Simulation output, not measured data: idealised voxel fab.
Title: Process Module voxel plated lines
The width of the displayed cross-section, cut, is 260 nm; its cells are square, with a size of 5 nm.
Cross-sections here: square-cell grids, written as top-down lists of bands, a band being one or more rows of cells.
Top, bottom (nm), then materials left to right with widths (nm); lone material tagged "all across" fills the whole band edge to edge; "blank" = empty space.
Basically, 0 is our baseline, since under it the wafer straight out of the box is all one material. The bottom band has no lower end and keeps on going down, so it looks like "0..down".
You'd read "30..40" like this: the band's top row of cells is as wide as the first number, its bottom row is as wide as the second, and going down, every row changes width by the same amount as the row before did.
The designation "stayed the same", where it is given for a processing step, indicates that no cell of the cross-section was altered in the course of that step.
"Fully closed voids" - sealed voids, min. 8 cells, no opening to top; format: width x height at distance (distance from left edge; nm throughout).
Heads up: the bit after the settings on a step's line is the simulator's remark on that step.
overlay nm: on a step with a mask, how far right of its planned place the mask lay; negative means left.

Process steps foreseen in the plan:
| 1 | RECEIVE, material Si |
| 2 | CONFORMAL_DEP, material SiO2, thk nm 15 |
| 3 | DIRECTIONAL_DEP, material TiN, thk nm 5 |
| 4 | PATTERN, tone open, mask id LINES, material resist, width nm 20, pitch nm 35, thk nm 40, overlay nm 0 |
| 5 | EPI, material Ru, thk nm 10 |
| 6 | EPI, material Ru, thk nm 5 |
| 7 | EPI, material Ru, thk nm 10 |
| 8 | STRIP, etch materials resist |
| 9 | DIRECTIONAL_ETCH, etch materials TiN, depth nm 5 |
| 10 | CONFORMAL_DEP, material SiN, thk nm 10 |

Delivered wafer in cross-section: state after step 1:
> 0..down | Si all across
> Fully closed voids: none

The first of two wafers, cross-sectioned at the end of the module, with the run proceeding as planned:
> 55..45 | blank: 55, SiN: 145, blank: 60
> 45..25 | blank: 55, SiN: 10, Ru: 20, SiN: 15, Ru: 20, SiN: 15, Ru: 20, SiN: 15, Ru: 20, SiN: 10, blank: 60
> 25..20 | SiN: 65, Ru: 20, SiN: 15, Ru: 20, SiN: 15, Ru: 20, SiN: 15, Ru: 20, SiN: 70
> 20..15 | SiN: 65, TiN: 20, SiN: 15, TiN: 20, SiN: 15, TiN: 20, SiN: 15, TiN: 20, SiN: 70
> 15..0 | SiO2 all across
> 0..down | Si all across
> Fully closed voids: none

This cross-section belongs to the second wafer of two at the end of the module; the start and the plan were shared with the first, and the run included one mistake:
> 55..45 | blank: 55, SiN: 145, blank: 60
> 45..40 | blank: 55, SiN: 10, Ru: 20, SiN: 15, Ru: 20, SiN: 15, Ru: 20, SiN: 15, Ru: 20, SiN: 10, blank: 60
> 40..30 | SiN: 65, Ru: 20, SiN: 15, Ru: 20, SiN: 15, Ru: 20, SiN: 15, Ru: 20, SiN: 70
> 30..20 | Ru all across
> 20..15 | TiN all across
> 15..0 | SiO2 all across
> 0..down | Si all across
> Fully closed voids: none
Short version of what went wrong: plan steps 4 and 5 run swapped
Per the end-of-run cell counts, the second wafer holds more or fewer of some materials than the first: +72 Ru, -39 SiN, +36 TiN
